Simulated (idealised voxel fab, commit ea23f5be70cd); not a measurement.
Proc. module: voxel trench capacitor
Pictured: cross-section cut, 285 nm wide, on a grid of 5 nm square cells.
In what follows, cross-sections appear as grids of square cells, described through bands that run from the top down, where every band is one or more rows of cells.
What a band's entry tells you: where the top is and where the bottom is, as heights in nm, and after that what lies inside, material by material from left to right, each with its width in nm. Empty space is written as the word "air", and a single material marked with the word "everywhere" occupies the band from edge to edge.
Heights are measured from 0, the level below which the as-received wafer is all one material; the lowest band has no bottom and continues downward, written as in "0 nm and below".
So if you see something like "30->40" for the width, read it as the top row of the band sitting at the first number and the bottom row at the second, with every row in between moving by the same amount as the last.
Step marked "remained unchanged"? Then no cell in the cross-section changed in it.
Empty spaces counting at least 8 cells and having no open way to the top are listed in "Voids, fully enclosed". The notation width x height at distance is used for each, the distance being from the left edge and all three values in nm.
It should be noted that, on the line of a given step, the content following the step's settings is a remark produced by the simulator itself with respect to that step.
"overlay nm" answers the question of how far to the right of plan the mask lay on a step that has a mask, and when it is negative the answer is to the left.

Intended process steps
- 1: RECEIVE,material Si
- 2: CONFORMAL_DEP,material SiN,thk nm 10
- 3: MASKED_ETCH,tone open,mask id TRENCH,width nm 15,pitch nm 55,etch materials SiN,depth nm 10,overlay nm 0
- 4: MASKED_ETCH,tone open,mask id TRENCH,width nm 25,pitch nm 55,etch materials Si,depth nm 40,overlay nm 0
- 5: CONFORMAL_DEP,material HfO2,thk nm 5
- 6: CONFORMAL_DEP,material TiN,thk nm 5
- 7: FILL_DEP,material W,thk nm 10
- 8: CMP,height nm 10
All wafers enter the flow in the same state. The width nm at step 3 differs from wafer to wafer, and the plan gives the value for the first wafer.

Step 1 complete: as-received cross-section of the first of several wafers
0 nm and below: Si everywhere
Voids, fully enclosed: none

Below is a per-wafer table. In it, each row describes the wafer at the end of the module by giving, for each material, the number of cells gained (+) or lost (-) since the wafer was received, and after that the closed voids of the wafer
width nm 15, +42 HfO2, -48 Si, +102 SiN, +18 TiN, Voids, fully enclosed: none
width nm 20, +44 HfO2, -64 Si, +98 SiN, +36 TiN, Voids, fully enclosed: none
width nm 25, +46 HfO2, -80 Si, +94 SiN, +38 TiN, +16 W, Voids, fully enclosed: none
width nm 30, +48 HfO2, -80 Si, +90 SiN, +40 TiN, +16 W, Voids, fully enclosed: none
width nm 35, +50 HfO2, -80 Si, +86 SiN, +42 TiN, +16 W, Voids, fully enclosed: none
width nm 40, +52 HfO2, -80 Si, +82 SiN, +44 TiN, +16 W, Voids, fully enclosed: none
